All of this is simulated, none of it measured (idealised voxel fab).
The following is a process module called voxel tone inversion.
Xsec cut, 255 nm wide, square cell size 5 nm.
Notation: cross-section as square-cell grid; stated in bands, top first, going down; one or more cell rows per band.
Basically the band line says how high the top is and how high the bottom is, in nm, and then what's in it from left to right, every material with its width in nm. Empty space shows up as "air", and if a single material carries "full width" it runs the full band edge to edge.
Heights from 0 (as-received wafer is one material below). Bottom band endless downward, as "from 0 down".
With a width like "30 to 40", each row of cells in the band differs from the next by the same amount, the top row carrying the first number and the bottom row the second.
When a step is marked "no change occurred", none of the cells in the cross-section changed during that step.
In "Unvented internal voids" the enclosed voids are listed, meaning empty spaces of 8 cells or larger without any opening to the top. The form is width x height at distance, distance from the left edge, units nm.
after a step's settings: what the simulator itself notes on the step
"overlay nm", when on a step's line for a step with a mask, measures how far to the right of its planned place the mask lay; a negative measure means to the left.
# plan
1) op RECEIVE | material Si
2) op CONFORMAL_DEP | material SiN | thk nm 5
3) op DIRECTIONAL_DEP | material aC | thk nm 20
4) op PATTERN | tone cover | mask id POSTS | material resist | width nm 20 | pitch nm 35 | thk nm 30 | overlay nm 0
5) op DIRECTIONAL_ETCH | etch materials aC | depth nm 20
6) op STRIP | etch materials resist
7) op FILL_DEP | material SiO2 | thk nm 5
8) op CMP | height nm 25
9) op STRIP | etch materials aC
10) op CONFORMAL_DEP | material TiN | thk nm 5
11) op FILL_DEP | material W | thk nm 5
12) op CMP | height nm 25
13) op CONFORMAL_DEP | material SiN | thk nm 5
# Cross-sectional view of the wafer in its as-received condition, corresponding to the state after step 1
* from 0 down = Si full width
* Unvented internal voids: none
# This is how the wafer looks in cross-section once the module is done, given the starting state and plan above and one mistake in carrying the plan out
* from 30 to 25 = SiN full width
* from 25 to 10 = 85 SiO2; 5 TiN; 5 W; 5 TiN; 20 SiO2; 5 TiN; 5 W; 5 TiN; 20 SiO2; 5 TiN; 5 W; 5 TiN; 85 SiO2
* from 10 to 5 = 85 SiO2; 15 TiN; 20 SiO2; 15 TiN; 20 SiO2; 15 TiN; 85 SiO2
* from 5 to 0 = SiN full width
* from 0 down = Si full width
* Unvented internal voids: none
Heads up, the wafer didn't run the way we planned it: the process deviated at step 4: the operation and settings actually run there were op PATTERN | tone cover | mask id POSTS | material resist | width nm 15 | pitch nm 35 | thk nm 30 | overlay nm 0
